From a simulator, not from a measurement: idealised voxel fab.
process module | voxel double patterning
cross-section cut | 215 nm wide | cells 5 nm
A cross-section is a grid of square cells, given in bands from the top down. A band is one or more rows of cells.
Each band's line starts with the height of the band's top and of its bottom, in nm. Then come its materials from left to right, each with its width in nm. One material with "throughout" fills the band from edge to edge. "air" is empty space.
Height 0 is the level under which the wafer as received is all one material. The lowest band goes on downwards, as in "0 down".
A width such as "30 to 40" changes by the same amount from each row of cells to the next, from the band's top row to its bottom row.
"no change" after a step means that no cell of the cross-section changed.
closed voids: empty space of 8 cells or more with no open way to the top, each as width x height at its distance from the left edge, in nm
after a step's settings: what the simulator itself notes on the step
overlay nm, on a step with a mask: how far to the right of its planned place the mask lay; to the left if negative
plan
1 op RECEIVE | material Si
2 op CONFORMAL_DEP | material SiO2 | thk nm 10
3 op DIRECTIONAL_DEP | material polySi | thk nm 10
4 op DIRECTIONAL_DEP | material SiCN | thk nm 10
5 op PATTERN | tone open | mask id FIRST | material resist | width nm 15 | pitch nm 50 | thk nm 15 | overlay nm 0
6 op DIRECTIONAL_ETCH | etch materials SiCN | depth nm 10
7 op STRIP | etch materials resist
8 op DIRECTIONAL_DEP | material aC | thk nm 10
9 op PATTERN | tone open | mask id SECOND | material resist | width nm 15 | pitch nm 50 | thk nm 30 | overlay nm -15
10 op DIRECTIONAL_ETCH | etch materials aC | depth nm 10
11 op STRIP | etch materials resist
12 op DIRECTIONAL_ETCH | etch materials SiCN | depth nm 10
13 op STRIP | etch materials aC
14 op DIRECTIONAL_ETCH | etch materials polySi | depth nm 10
15 op STRIP | etch materials SiCN
varied across the wafers: overlay nm of step 9. The plan shows the first wafer's value. All wafers start alike
first wafer as received, after step 1
  0 down: Si throughout
  closed voids: none
first wafer at the end, after step 15
  20 to 10: polySi 50 | air 25 | polySi 25 | air 25 | polySi 25 | air 15 | polySi 50
  10 to 0: SiO2 throughout
  0 down: Si throughout
  closed voids: none
last wafer at the end
  20 to 10: polySi 50 | air 15 | polySi 25 | air 25 | polySi 25 | air 25 | polySi 50
  10 to 0: SiO2 throughout
  0 down: Si throughout
  closed voids: none
each wafer at the end: cells of each material gained (+) or lost (-) since it was received, then its closed voids
overlay nm -15 | +86 SiO2 | +60 polySi | closed voids: none
overlay nm -10 | +86 SiO2 | +56 polySi | closed voids: none
overlay nm -5 | +86 SiO2 | +56 polySi | closed voids: none
overlay nm 0 | +86 SiO2 | +56 polySi | closed voids: none
overlay nm 5 | +86 SiO2 | +56 polySi | closed voids: none
overlay nm 10 | +86 SiO2 | +56 polySi | closed voids: none
overlay nm 15 | +86 SiO2 | +60 polySi | closed voids: none
